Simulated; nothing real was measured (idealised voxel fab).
The name of this process module is voxel tone inversion.
In the cross-section labelled cut, the width is 150 nm and each square cell is 5 nm.
Square cells in a grid make up a cross-section in this document, and the grid is given as bands, listed from the top down, each one or more rows of cells.
Quick guide to a band line: top height, bottom height (nm) up front; then every material left to right with its width in nm. Only one material and it's marked "all across"? Then it fills the band edge to edge. And "blank" just means empty space.
Measure heights from 0. That's the level where, below it, the as-received wafer is all one material. The lowest band is bottomless and extends downward; write it as in "0..down".
Width "30->40": first value at the band's top row of cells, second value at its bottom row, equal change from row to row.
Key: "no change occurred" - step with no changed cell in the cross-section.
The entry "Unvented cavities" lists the empty spaces that cover at least 8 cells and have no open path to the top. Each is written as width x height at distance, where the distance is measured from the left edge and all three values are in nm.
Heads up: the bit after the settings on a step's line is the simulator's remark on that step.
overlay nm: right-of-plan distance of the mask on a masked step; negative values mean left-of-plan.
Planned process steps
1: RECEIVE, material Si
2: CONFORMAL_DEP, material SiN, thk nm 10
3: DIRECTIONAL_DEP, material aC, thk nm 25
4: PATTERN, tone cover, mask id POSTS, material resist, width nm 15, pitch nm 45, thk nm 30, overlay nm 0
5: DIRECTIONAL_ETCH, etch materials aC, depth nm 25
6: STRIP, etch materials resist
7: FILL_DEP, material SiO2, thk nm 5
8: CMP, height nm 35
9: STRIP, etch materials aC
10: CONFORMAL_DEP, material TiN, thk nm 5
11: FILL_DEP, material W, thk nm 5
12: CMP, height nm 35
13: CONFORMAL_DEP, material SiCN, thk nm 5
Cross-section, incoming material, after step 1
    0..down: Si all across
    Unvented cavities: none
Starting structure and process plan are as shown above, but one mistake was made in running the module; the wafer cross-section at the end of the module follows
    40..35: SiCN all across
    35..15: 20 SiCN / 5 TiN / 5 W / 5 TiN / 30 SiCN / 5 TiN / 5 W / 5 TiN / 30 SiCN / 5 TiN / 5 W / 5 TiN / 25 SiCN
    15..10: 20 SiCN / 15 TiN / 30 SiCN / 15 TiN / 30 SiCN / 15 TiN / 25 SiCN
    10..0: SiN all across
    0..down: Si all across
    Unvented cavities: none
Error vs. plan: step 7 off recipe, ran as FILL_DEP, material SiCN, thk nm 5
